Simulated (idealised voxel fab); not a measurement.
You're looking at the process module voxel self aligned contacts.
Cross-section cut: width 205 nm, square cells of 5 nm.
Format of a cross-section: grid, square cells. Given as bands. Order: top down. Band: one or more rows of cells.
For a band, the entry starts with two heights in nm, that of the top and then that of the bottom, and carries on with the band's materials in order from left to right, each alongside its width in nm; the word "everywhere" beside a single material means it fills the band edge to edge, and "blank" means empty space.
Zero point of the height axis is 0; under it, received wafer = one material. Lowest band: continues down indefinitely, "0 -> down".
The width entry "30..40" should be interpreted row by row: the top row of cells in the band takes the first number, the bottom row takes the second number, and the change between adjacent rows is uniform throughout.
Given "stayed the same" for a step, no cell of the cross-section differs between before and after that step.
Heads up: "Cavities, sealed" only lists the empty pockets with no open path to the top that are 8 cells or more, and it writes them as width x height at distance, distance from the left edge, in nm.
On each step's line, the part that comes after the settings is the simulator's own comment on the step.
overlay nm: on a step with a mask, how far right of its planned place the mask lay; negative means left.

The following list gives the planned process steps
step 1: op RECEIVE | material Si
step 2: op OXIDIZE | depth nm 5
step 3: op DIRECTIONAL_DEP | material polySi | thk nm 20
step 4: op DIRECTIONAL_DEP | material SiN | thk nm 25
step 5: op MASKED_ETCH | tone cover | mask id GATE | width nm 30 | pitch nm 65 | etch materials SiN | depth nm 25 | overlay nm 0
step 6: op MASKED_ETCH | tone cover | mask id GATE | width nm 30 | pitch nm 65 | etch materials polySi | depth nm 20 | overlay nm 0
step 7: op CONFORMAL_DEP | material SiN | thk nm 10
step 8: op DIRECTIONAL_ETCH | etch materials SiN | depth nm 10
step 9: op FILL_DEP | material SiO2 | thk nm 20
step 10: op CMP | height nm 55
step 11: op DIRECTIONAL_DEP | material aC | thk nm 15
step 12: op PATTERN | tone open | mask id CONTACT | material resist | width nm 35 | thk nm 30 | overlay nm 0
step 13: op DIRECTIONAL_ETCH | etch materials aC | depth nm 15
step 14: op STRIP | etch materials resist
step 15: op DIRECTIONAL_ETCH | etch materials SiO2 | depth nm 60
step 16: op STRIP | etch materials aC
step 17: op CONFORMAL_DEP | material TiN | thk nm 5
step 18: op FILL_DEP | material Ru | thk nm 5
step 19: op CMP | height nm 55
step 20: op CONFORMAL_DEP | material SiCN | thk nm 5
Be aware that, although all wafers share a common starting state, the width nm at step 12 differs among them, and the plan displays the first wafer's value.

Cross-section of the first of several wafers on receipt, reflecting completion of step 1
> 0 -> down: Si everywhere
> Cavities, sealed: none

Wafer rows; end of module; cells per material since receipt: (+) gained, (-) lost; then closed voids
width nm 35; +15 Ru; -41 Si; +41 SiCN; +132 SiN; +268 SiO2; +29 TiN; +48 polySi; Cavities, sealed: none
width nm 40; +16 Ru; -41 Si; +41 SiCN; +132 SiN; +266 SiO2; +30 TiN; +48 polySi; Cavities, sealed: none
width nm 45; +17 Ru; -41 Si; +41 SiCN; +132 SiN; +264 SiO2; +31 TiN; +48 polySi; Cavities, sealed: none
width nm 50; +18 Ru; -41 Si; +41 SiCN; +132 SiN; +262 SiO2; +32 TiN; +48 polySi; Cavities, sealed: none
width nm 55; +19 Ru; -41 Si; +41 SiCN; +132 SiN; +260 SiO2; +33 TiN; +48 polySi; Cavities, sealed: none
width nm 60; +20 Ru; -41 Si; +41 SiCN; +132 SiN; +258 SiO2; +34 TiN; +48 polySi; Cavities, sealed: none
